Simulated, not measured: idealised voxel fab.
voxel local oxidation: a process module
The figure presents cross-section cut, which has a width of 300 nm and is divided into square cells with an edge length of 5 nm.
We lay out every cross-section as a grid of square cells and spell it out in bands from the top down, where one band means one or more rows of cells.
Heights first: top, then bottom, in nm. Then materials, left to right, each with a width in nm. "all across" on a single material: fills the band edge to edge. "empty": empty space.
Where do heights start? At 0: under that level the wafer as delivered is made of one material only. And the lowest band has no floor; it just carries on downward, as in "0 nm and below".
Note: "30 to 40" means the width goes from the first number (top row of the band) to the second number (bottom row) in equal steps per row of cells.
The cross-section has no changed cell in any step marked "changes: none".
"Closed cavity list" contains a list of empty spaces, each no smaller than 8 cells and without an open way to the top, written in the form width x height at distance with the distance from the left edge and all three in nm.
The remark found on a step's line after its settings is issued by the simulator itself and pertains to that step.
Each step line may optionally specify "overlay nm", which for a step with a mask gives the rightward distance between the mask's planned place and where it lay, a negative value indicating the leftward direction.

[The following list gives the planned process steps]
| 1 | RECEIVE | material Si |
| 2 | OXIDIZE | depth nm 5 |
| 3 | CONFORMAL_DEP | material SiN | thk nm 10 |
| 4 | MASKED_ETCH | tone cover | mask id ACTIVE | width nm 130 | etch materials SiN | depth nm 10 | overlay nm 0 |
| 5 | SELECTIVE_ETCH | etch materials SiO2 | depth nm 5 |
| 6 | OXIDIZE | depth nm 10 |
| 7 | STRIP | etch materials SiN |

[So this is the incoming wafer in cross-section - it's already been through step 1]
  0 nm and below  Si all across
  Closed cavity list: none

[Here's the cross-section of the first of our two wafers at the end of the module - it ran as planned]
  0 nm to -5 nm  90 empty | 120 SiO2 | 90 empty
  -5 nm to -15 nm  100 SiO2 | 100 Si | 100 SiO2
  -15 nm and below  Si all across
  Closed cavity list: none

[Cross-section, wafer two of two, end of module: same start and plan as wafer one, one error in execution]
  0 nm to -5 nm  80 SiO2 | 140 empty | 80 SiO2
  -5 nm to -15 nm  70 Si | 160 SiO2 | 70 Si
  -15 nm and below  Si all across
  Closed cavity list: none
Here's what went sideways: step 4 ran differently from the plan; actual operation with settings: MASKED_ETCH | tone open | mask id ACTIVE | width nm 130 | etch materials SiN | depth nm 10 | overlay nm 0
Upon completion, the second wafer contains, in terms of cells, a greater or smaller amount of certain materials than the first wafer: Si: 16 more, SiO2: 8 fewer
